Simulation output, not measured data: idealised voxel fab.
The process module that follows is named voxel trench capacitor.
In the cross-section labelled cut, the width is 225 nm and each square cell is 5 nm.
Notation: cross-section as square-cell grid; stated in bands, top first, going down; one or more cell rows per band.
Top height, bottom height, nm. Materials left to right, width each, nm. Single material + "full width" = fills band edge to edge. "empty" = empty.
Convention: height 0 is the level below which the wafer, as received, is all one material. The lowest band does not terminate at the bottom but continues downward, represented as "from 0 down".
The two numbers in a width such as "30..40" mark its ends across the band: the first belongs to the top row of cells, the second to the bottom row, and from each row to the next the width moves by the same amount.
Any step labelled "everything unchanged" changed none of the cells in the cross-section.
"Enclosed empty spaces" specifies each empty space that is not open to the top and that occupies no fewer than 8 cells, using the form width x height at distance, the distance measured from the left edge and all three quantities in nm.
Read whatever lies past the settings on a step's line as the simulator's own remark about the step.
overlay nm: right-of-plan distance of the mask on a masked step; negative values mean left-of-plan.

-- So here's the lineup of process steps we planned
- 1: RECEIVE | material Si
- 2: CONFORMAL_DEP | material SiN | thk nm 10
- 3: PATTERN | tone open | mask id TRENCH | material resist | width nm 25 | pitch nm 50 | thk nm 20 | overlay nm 0
- 4: DIRECTIONAL_ETCH | etch materials SiN | depth nm 10
- 5: DIRECTIONAL_ETCH | etch materials Si | depth nm 30
- 6: STRIP | etch materials resist
- 7: CONFORMAL_DEP | material Al2O3 | thk nm 5
- 8: FILL_DEP | material polySi | thk nm 10
- 9: CMP | height nm 10

-- As-received wafer cross-section (after step 1)
	from 0 down | Si full width
	Enclosed empty spaces: none

-- End-of-module cross-section of the first of two wafers, processed as planned
	from 10 to 0 | SiN 50 / Al2O3 5 / polySi 15 / Al2O3 5 / SiN 25 / Al2O3 5 / polySi 15 / Al2O3 5 / SiN 25 / Al2O3 5 / polySi 15 / Al2O3 5 / SiN 50
	from 0 to -25 | Si 50 / Al2O3 5 / polySi 15 / Al2O3 5 / Si 25 / Al2O3 5 / polySi 15 / Al2O3 5 / Si 25 / Al2O3 5 / polySi 15 / Al2O3 5 / Si 50
	from -25 to -30 | Si 50 / Al2O3 25 / Si 25 / Al2O3 25 / Si 25 / Al2O3 25 / Si 50
	from -30 down | Si full width
	Enclosed empty spaces: none

-- Now the second wafer, cross-sectioned at the end of the module. Nothing different at the start, nothing different in the plan compared with the first, just one mistake when it was actually run
	from 10 to 0 | SiN 55 / Al2O3 5 / polySi 10 / Al2O3 5 / SiN 30 / Al2O3 5 / polySi 10 / Al2O3 5 / SiN 30 / Al2O3 5 / polySi 10 / Al2O3 5 / SiN 50
	from 0 to -25 | Si 55 / Al2O3 5 / polySi 10 / Al2O3 5 / Si 30 / Al2O3 5 / polySi 10 / Al2O3 5 / Si 30 / Al2O3 5 / polySi 10 / Al2O3 5 / Si 50
	from -25 to -30 | Si 55 / Al2O3 20 / Si 30 / Al2O3 20 / Si 30 / Al2O3 20 / Si 50
	from -30 down | Si full width
	Enclosed empty spaces: none
What was done differently from what was planned? planned and actual differ for step 3; actual: PATTERN | tone open | mask id TRENCH | material resist | width nm 20 | pitch nm 50 | thk nm 20 | overlay nm 0
It is noted that, at the conclusion of processing, the second wafer exhibits a higher or lower cell count for certain materials relative to the first: Al2O3: 3 fewer; Si: 18 more; SiN: 6 more; polySi: 21 fewer
